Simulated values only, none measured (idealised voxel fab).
Module name: voxel gate over fins (process module)
Square cells of 5 nm make up the cross-section cut, whose width is 265 nm.
Each cross-section below is a grid of square cells, stated as bands in top-down order, with one or more rows of cells making up each band. Band: top and bottom heights (nm) first, top before bottom; then materials from left to right, widths in nm. "everywhere" marks a sole material filling the band edge to edge. "blank" denotes empty space. Ref level 0: as-received wafer is one material below here. Bottom band extends down with no lower bound ("from 0 down"). Note: "30->40" means the width goes from the first number (top row of the band) to the second number (bottom row) in equal steps per row of cells. Any step labelled "nothing got changed" changed none of the cells in the cross-section. Entry "Closed void catalog" = empty spaces >= 8 cells with no open way to the top; each as width x height at distance, distance from left edge, all nm. If you see something after the settings on a step's line, that's the simulator's own remark about that step. "overlay nm" answers the question of how far to the right of plan the mask lay on a step that has a mask, and when it is negative the answer is to the left.

So here's the lineup of process steps we planned
1 RECEIVE, material Si
2 CONFORMAL_DEP, material SiN, thk nm 5
3 DIRECTIONAL_DEP, material aC, thk nm 10
4 PATTERN, tone cover, mask id FINS, material resist, width nm 15, pitch nm 40, thk nm 30, overlay nm 0
5 DIRECTIONAL_ETCH, etch materials aC, depth nm 10
6 STRIP, etch materials resist
7 DIRECTIONAL_ETCH, etch materials SiN, depth nm 5
8 DIRECTIONAL_ETCH, etch materials Si, depth nm 30
9 STRIP, etch materials aC
10 OXIDIZE, depth nm 5
11 FILL_DEP, material SiO2, thk nm 15
12 CMP, height nm 5
13 SELECTIVE_ETCH, etch materials SiO2, depth nm 20
14 STRIP, etch materials SiN
15 CONFORMAL_DEP, material HfO2, thk nm 5
16 CONFORMAL_DEP, material TiN, thk nm 5
17 FILL_DEP, material W, thk nm 15
18 CMP, height nm 20
19 CONFORMAL_DEP, material SiN, thk nm 10

As received (post step 1): cross-section
> from 0 down | Si everywhere
> Closed void catalog: none

Cross-section taken at module completion on the first of two wafers; processed per the plan
> from 30 to 20 | SiN everywhere
> from 20 to 10 | W everywhere
> from 10 to 5 | W: 100 | TiN: 25 | W: 15 | TiN: 25 | W: 100
> from 5 to 0 | W: 100 | TiN: 5 | HfO2: 15 | TiN: 5 | W: 15 | TiN: 5 | HfO2: 15 | TiN: 5 | W: 100
> from 0 to -5 | W: 100 | TiN: 5 | HfO2: 5 | Si: 5 | HfO2: 5 | TiN: 5 | W: 15 | TiN: 5 | HfO2: 5 | Si: 5 | HfO2: 5 | TiN: 5 | W: 100
> from -5 to -10 | TiN: 105 | HfO2: 5 | Si: 5 | HfO2: 5 | TiN: 25 | HfO2: 5 | Si: 5 | HfO2: 5 | TiN: 105
> from -10 to -15 | HfO2: 110 | Si: 5 | HfO2: 35 | Si: 5 | HfO2: 110
> from -15 to -35 | SiO2: 110 | Si: 5 | SiO2: 35 | Si: 5 | SiO2: 110
> from -35 down | Si everywhere
> Closed void catalog: none

Cross-sectional view of the second of two wafers upon completion of the module. This wafer shared its starting condition and process plan with the first; one error was made during its execution
> from 35 to 20 | SiN everywhere
> from 20 to 10 | W everywhere
> from 10 to 5 | W: 100 | TiN: 25 | W: 15 | TiN: 25 | W: 100
> from 5 to 0 | W: 100 | TiN: 5 | HfO2: 15 | TiN: 5 | W: 15 | TiN: 5 | HfO2: 15 | TiN: 5 | W: 100
> from 0 to -5 | W: 100 | TiN: 5 | HfO2: 5 | Si: 5 | HfO2: 5 | TiN: 5 | W: 15 | TiN: 5 | HfO2: 5 | Si: 5 | HfO2: 5 | TiN: 5 | W: 100
> from -5 to -10 | TiN: 105 | HfO2: 5 | Si: 5 | HfO2: 5 | TiN: 25 | HfO2: 5 | Si: 5 | HfO2: 5 | TiN: 105
> from -10 to -15 | HfO2: 110 | Si: 5 | HfO2: 35 | Si: 5 | HfO2: 110
> from -15 to -35 | SiO2: 110 | Si: 5 | SiO2: 35 | Si: 5 | SiO2: 110
> from -35 down | Si everywhere
> Closed void catalog: none
Processing error: step 19 ran as: CONFORMAL_DEP, material SiN, thk nm 15
End check, counted in cells, second wafer has more or fewer of these materials than the first: 53 more of SiN
